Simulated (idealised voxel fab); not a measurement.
Herein follows the process module entitled voxel capacitor over wiring.
Xsec cut, 165 nm wide, square cell size 5 nm.
Cross-section layout: square cells on a grid; listed as bands, top to bottom; a band spans one or more cell rows. Top, bottom (nm), then materials left to right with widths (nm); lone material tagged "throughout" fills the whole band edge to edge; "air" = empty space. Below 0: as-received wafer, all one material; heights counted from there. Lowest band: no bottom, goes on down, written "z 0 and below". Width spec "30..40" -> top row of cells at first value, bottom row at second value, equal per-row change in between. It should be understood that the words "no change", when stated for a given step, signify that the cross-section underwent no change in any of its cells during that step. Closed-off voids of 8+ cells (no open route to the top) go in "Entrapped voids", written width x height at distance from the left edge, in nm. Read whatever lies past the settings on a step's line as the simulator's own remark about the step. The setting "overlay nm" may be written on the line of a step. When the step uses a mask, the value reports how far to the right of the planned place the mask lay, and a negative value reports that it lay to the left.
Process steps - plan:
1 op RECEIVE | material Si
2 op CONFORMAL_DEP | material SiO2 | thk nm 15
3 op CONFORMAL_DEP | material SiCN | thk nm 5
4 op DIRECTIONAL_DEP | material SiO2 | thk nm 25
5 op PATTERN | tone open | mask id METAL_1 | material resist | width nm 30 | pitch nm 95 | thk nm 15 | overlay nm 0
6 op DIRECTIONAL_ETCH | etch materials SiO2 | depth nm 25
7 op DIRECTIONAL_ETCH | etch materials SiCN | depth nm 5
8 op STRIP | etch materials resist
9 op CONFORMAL_DEP | material TiN | thk nm 5
10 op FILL_DEP | material Ru | thk nm 5
11 op CMP | height nm 45
12 op EPI | material Ru | thk nm 5
13 op FILL_DEP | material SiCN | thk nm 5
14 op DIRECTIONAL_DEP | material SiO2 | thk nm 20
15 op DIRECTIONAL_DEP | material aC | thk nm 10
16 op PATTERN | tone open | mask id PLUG_1 | material resist | width nm 15 | thk nm 25 | overlay nm 0
17 op DIRECTIONAL_ETCH | etch materials aC | depth nm 10
18 op STRIP | etch materials resist
19 op DIRECTIONAL_ETCH | etch materials SiO2 | depth nm 20
20 op DIRECTIONAL_ETCH | etch materials SiCN | depth nm 5
21 op STRIP | etch materials aC
22 op CONFORMAL_DEP | material TiN | thk nm 5
23 op FILL_DEP | material W | thk nm 5
24 op CMP | height nm 75
25 op DIRECTIONAL_DEP | material TiN | thk nm 5
26 op DIRECTIONAL_DEP | material SiN | thk nm 5
27 op DIRECTIONAL_DEP | material TiN | thk nm 10
28 op MASKED_ETCH | tone cover | mask id UPPER_PLATE | width nm 70 | etch materials TiN | depth nm 10 | overlay nm 0
29 op MASKED_ETCH | tone cover | mask id UPPER_PLATE | width nm 70 | etch materials SiN | depth nm 5 | overlay nm 0
30 op PATTERN | tone cover | mask id LOWER_PLATE | material resist | width nm 80 | thk nm 15 | overlay nm 0
31 op DIRECTIONAL_ETCH | etch materials TiN | depth nm 5
32 op STRIP | etch materials resist
33 op FILL_DEP | material SiO2 | thk nm 15
34 op CMP | height nm 105
35 op PATTERN | tone open | mask id PLUG_2 | material resist | width nm 15 | thk nm 20 | overlay nm 0
36 op DIRECTIONAL_ETCH | etch materials SiO2 | depth nm 10
37 op STRIP | etch materials resist
38 op CONFORMAL_DEP | material TiN | thk nm 5
39 op FILL_DEP | material Cu | thk nm 5
40 op CMP | height nm 105
41 op CONFORMAL_DEP | material SiCN | thk nm 5
Account of the first of two wafers, which was processed as intended:
Wafer as received: cross-section following step 1:
    z 0 and below | Si throughout
    Entrapped voids: none
Presented here is a cross-section of the wafer after step 2 has been performed:
    z 15 to 0 | SiO2 throughout
    All layers under 0 are left as they were.
Presented here is a cross-section of the wafer after step 3 has been performed:
    z 20 to 15 | SiCN throughout
    All layers under 15 are left as they were.
Presented here is a cross-section of the wafer after step 4 has been performed:
    z 45 to 20 | SiO2 throughout
    All layers under 20 are left as they were.
Presented here is a cross-section of the wafer after step 5 has been performed:
    z 60 to 45 | resist 20  air 30  resist 65  air 30  resist 20
    All layers under 45 are left as they were.
Presented here is a cross-section of the wafer after step 6 has been performed:
    z 60 to 45 | resist 20  air 30  resist 65  air 30  resist 20
    z 45 to 20 | SiO2 20  air 30  SiO2 65  air 30  SiO2 20
    All layers under 20 are left as they were.
Presented here is a cross-section of the wafer after step 7 has been performed:
    z 60 to 45 | resist 20  air 30  resist 65  air 30  resist 20
    z 45 to 20 | SiO2 20  air 30  SiO2 65  air 30  SiO2 20
    z 20 to 15 | SiCN 20  air 30  SiCN 65  air 30  SiCN 20
    All layers under 15 are left as they were.
Presented here is a cross-section of the wafer after step 8 has been performed:
    z 45 to 20 | SiO2 20  air 30  SiO2 65  air 30  SiO2 20
    All layers under 20 are left as they were.
Presented here is a cross-section of the wafer after step 9 has been performed:
    z 50 to 45 | TiN 25  air 20  TiN 75  air 20  TiN 25
    z 45 to 20 | SiO2 20  TiN 5  air 20  TiN 5  SiO2 65  TiN 5  air 20  TiN 5  SiO2 20
    z 20 to 15 | SiCN 20  TiN 30  SiCN 65  TiN 30  SiCN 20
    All layers under 15 are left as they were.
Presented here is a cross-section of the wafer after step 10 has been performed:
    z 55 to 50 | Ru throughout
    z 50 to 45 | TiN 25  Ru 20  TiN 75  Ru 20  TiN 25
    z 45 to 20 | SiO2 20  TiN 5  Ru 20  TiN 5  SiO2 65  TiN 5  Ru 20  TiN 5  SiO2 20
    All layers under 20 are left as they were.
Presented here is a cross-section of the wafer after step 11 has been performed:
    z 45 to 20 | SiO2 20  TiN 5  Ru 20  TiN 5  SiO2 65  TiN 5  Ru 20  TiN 5  SiO2 20
    All layers under 20 are left as they were.
Presented here is a cross-section of the wafer after step 12 has been performed:
    z 50 to 45 | air 15  Ru 40  air 55  Ru 40  air 15
    All layers under 45 are left as they were.
Presented here is a cross-section of the wafer after step 13 has been performed:
    z 55 to 50 | SiCN throughout
    z 50 to 45 | SiCN 15  Ru 40  SiCN 55  Ru 40  SiCN 15
    All layers under 45 are left as they were.
Presented here is a cross-section of the wafer after step 14 has been performed:
    z 75 to 55 | SiO2 throughout
    All layers under 55 are left as they were.
Presented here is a cross-section of the wafer after step 15 has been performed:
    z 85 to 75 | aC throughout
    All layers under 75 are left as they were.
Presented here is a cross-section of the wafer after step 16 has been performed:
    z 110 to 85 | resist 35  air 15  resist 115
    All layers under 85 are left as they were.
Presented here is a cross-section of the wafer after step 17 has been performed:
    z 100 to 85 | resist 35  air 15  resist 115
    z 85 to 75 | aC 35  air 15  aC 115
    All layers under 75 are left as they were.
Presented here is a cross-section of the wafer after step 18 has been performed:
    z 85 to 75 | aC 35  air 15  aC 115
    All layers under 75 are left as they were.
Presented here is a cross-section of the wafer after step 19 has been performed:
    z 85 to 75 | aC 35  air 15  aC 115
    z 75 to 55 | SiO2 35  air 15  SiO2 115
    All layers under 55 are left as they were.
Presented here is a cross-section of the wafer after step 20 has been performed:
    z 85 to 75 | aC 35  air 15  aC 115
    z 75 to 55 | SiO2 35  air 15  SiO2 115
    z 55 to 50 | SiCN 35  air 15  SiCN 115
    All layers under 50 are left as they were.
Presented here is a cross-section of the wafer after step 21 has been performed:
    z 75 to 55 | SiO2 35  air 15  SiO2 115
    All layers under 55 are left as they were.
Presented here is a cross-section of the wafer after step 22 has been performed:
    z 80 to 75 | TiN 40  air 5  TiN 120
    z 75 to 55 | SiO2 35  TiN 5  air 5  TiN 5  SiO2 115
    z 55 to 50 | SiCN 35  TiN 15  SiCN 115
    All layers under 50 are left as they were.
Presented here is a cross-section of the wafer after step 23 has been performed:
    z 85 to 80 | W throughout
    z 80 to 75 | TiN 40  W 5  TiN 120
    z 75 to 55 | SiO2 35  TiN 5  W 5  TiN 5  SiO2 115
    All layers under 55 are left as they were.
Presented here is a cross-section of the wafer after step 24 has been performed:
    z 75 to 55 | SiO2 35  TiN 5  W 5  TiN 5  SiO2 115
    All layers under 55 are left as they were.
Presented here is a cross-section of the wafer after step 25 has been performed:
    z 80 to 75 | TiN throughout
    All layers under 75 are left as they were.
Presented here is a cross-section of the wafer after step 26 has been performed:
    z 85 to 80 | SiN throughout
    All layers under 80 are left as they were.
Presented here is a cross-section of the wafer after step 27 has been performed:
    z 95 to 85 | TiN throughout
    All layers under 85 are left as they were.
Presented here is a cross-section of the wafer after step 28 has been performed:
    z 95 to 85 | air 35  TiN 70  air 60
    All layers under 85 are left as they were.
Presented here is a cross-section of the wafer after step 29 has been performed:
    z 95 to 85 | air 35  TiN 70  air 60
    z 85 to 80 | air 35  SiN 70  air 60
    All layers under 80 are left as they were.
Presented here is a cross-section of the wafer after step 30 has been performed:
    z 110 to 95 | air 30  resist 80  air 55
    z 95 to 85 | air 30  resist 5  TiN 70  resist 5  air 55
    z 85 to 80 | air 30  resist 5  SiN 70  resist 5  air 55
    All layers under 80 are left as they were.
Presented here is a cross-section of the wafer after step 31 has been performed:
    z 110 to 95 | air 30  resist 80  air 55
    z 95 to 85 | air 30  resist 5  TiN 70  resist 5  air 55
    z 85 to 80 | air 30  resist 5  SiN 70  resist 5  air 55
    z 80 to 75 | air 30  TiN 80  air 55
    All layers under 75 are left as they were.
Presented here is a cross-section of the wafer after step 32 has been performed:
    z 95 to 85 | air 35  TiN 70  air 60
    z 85 to 80 | air 35  SiN 70  air 60
    All layers under 80 are left as they were.
Presented here is a cross-section of the wafer after step 33 has been performed:
    z 110 to 95 | SiO2 throughout
    z 95 to 85 | SiO2 35  TiN 70  SiO2 60
    z 85 to 80 | SiO2 35  SiN 70  SiO2 60
    z 80 to 75 | SiO2 30  TiN 80  SiO2 55
    All layers under 75 are left as they were.
Presented here is a cross-section of the wafer after step 34 has been performed:
    z 105 to 95 | SiO2 throughout
    All layers under 95 are left as they were.
Presented here is a cross-section of the wafer after step 35 has been performed:
    z 125 to 105 | resist 45  air 15  resist 105
    All layers under 105 are left as they were.
Presented here is a cross-section of the wafer after step 36 has been performed:
    z 125 to 105 | resist 45  air 15  resist 105
    z 105 to 95 | SiO2 45  air 15  SiO2 105
    All layers under 95 are left as they were.
Presented here is a cross-section of the wafer after step 37 has been performed:
    z 105 to 95 | SiO2 45  air 15  SiO2 105
    All layers under 95 are left as they were.
Presented here is a cross-section of the wafer after step 38 has been performed:
    z 110 to 105 | TiN 50  air 5  TiN 110
    z 105 to 100 | SiO2 45  TiN 5  air 5  TiN 5  SiO2 105
    z 100 to 95 | SiO2 45  TiN 15  SiO2 105
    All layers under 95 are left as they were.
Presented here is a cross-section of the wafer after step 39 has been performed:
    z 115 to 110 | Cu throughout
    z 110 to 105 | TiN 50  Cu 5  TiN 110
    z 105 to 100 | SiO2 45  TiN 5  Cu 5  TiN 5  SiO2 105
    All layers under 100 are left as they were.
Presented here is a cross-section of the wafer after step 40 has been performed:
    z 105 to 100 | SiO2 45  TiN 5  Cu 5  TiN 5  SiO2 105
    All layers under 100 are left as they were.
Presented here is a cross-section of the wafer after step 41 has been performed:
    z 110 to 105 | SiCN throughout
    All layers under 105 are left as they were.
Regarding the second of the two wafers: it shared the first wafer's starting condition and process plan, yet one error occurred during its execution. Its history coincides with that of the first wafer up to and including step 29:
Second wafer profile in section, at the moment step 30 of the plan was meant to be complete:
    z 110 to 95 | air 35  resist 70  air 60
    All layers under 95 are left as they were.
Second wafer profile in section, at the moment step 31 of the plan was meant to be complete:
    z 110 to 95 | air 35  resist 70  air 60
    z 95 to 85 | air 35  TiN 70  air 60
    z 85 to 80 | air 35  SiN 70  air 60
    z 80 to 75 | air 35  TiN 70  air 60
    All layers under 75 are left as they were.
Second wafer profile in section, at the moment step 32 of the plan was meant to be complete:
    z 95 to 85 | air 35  TiN 70  air 60
    All layers under 85 are left as they were.
Second wafer profile in section, at the moment step 33 of the plan was meant to be complete:
    z 110 to 95 | SiO2 throughout
    z 95 to 85 | SiO2 35  TiN 70  SiO2 60
    z 85 to 80 | SiO2 35  SiN 70  SiO2 60
    z 80 to 75 | SiO2 35  TiN 70  SiO2 60
    All layers under 75 are left as they were.
Second wafer profile in section, at the moment step 34 of the plan was meant to be complete:
    z 105 to 95 | SiO2 throughout
    All layers under 95 are left as they were.
Second wafer profile in section, at the moment step 35 of the plan was meant to be complete:
    z 125 to 105 | resist 45  air 15  resist 105
    All layers under 105 are left as they were.
Second wafer profile in section, at the moment step 36 of the plan was meant to be complete:
    z 125 to 105 | resist 45  air 15  resist 105
    z 105 to 95 | SiO2 45  air 15  SiO2 105
    All layers under 95 are left as they were.
Second wafer profile in section, at the moment step 37 of the plan was meant to be complete:
    z 105 to 95 | SiO2 45  air 15  SiO2 105
    All layers under 95 are left as they were.
Second wafer profile in section, at the moment step 38 of the plan was meant to be complete:
    z 110 to 105 | TiN 50  air 5  TiN 110
    z 105 to 100 | SiO2 45  TiN 5  air 5  TiN 5  SiO2 105
    z 100 to 95 | SiO2 45  TiN 15  SiO2 105
    All layers under 95 are left as they were.
Second wafer profile in section, at the moment step 39 of the plan was meant to be complete:
    z 115 to 110 | Cu throughout
    z 110 to 105 | TiN 50  Cu 5  TiN 110
    z 105 to 100 | SiO2 45  TiN 5  Cu 5  TiN 5  SiO2 105
    All layers under 100 are left as they were.
Second wafer profile in section, at the moment step 40 of the plan was meant to be complete:
    z 105 to 100 | SiO2 45  TiN 5  Cu 5  TiN 5  SiO2 105
    All layers under 100 are left as they were.
Second wafer profile in section, at the moment step 41 of the plan was meant to be complete:
    z 110 to 105 | SiCN throughout
    All layers under 105 are left as they were.
Plan not followed: step 30 did not happen as planned, as run it was op PATTERN | tone cover | mask id LOWER_PLATE | material resist | width nm 70 | thk nm 15 | overlay nm 0
Upon completion, the second wafer contains, in terms of cells, a greater or smaller amount of certain materials than the first wafer: SiO2: 2 more, TiN: 2 fewer
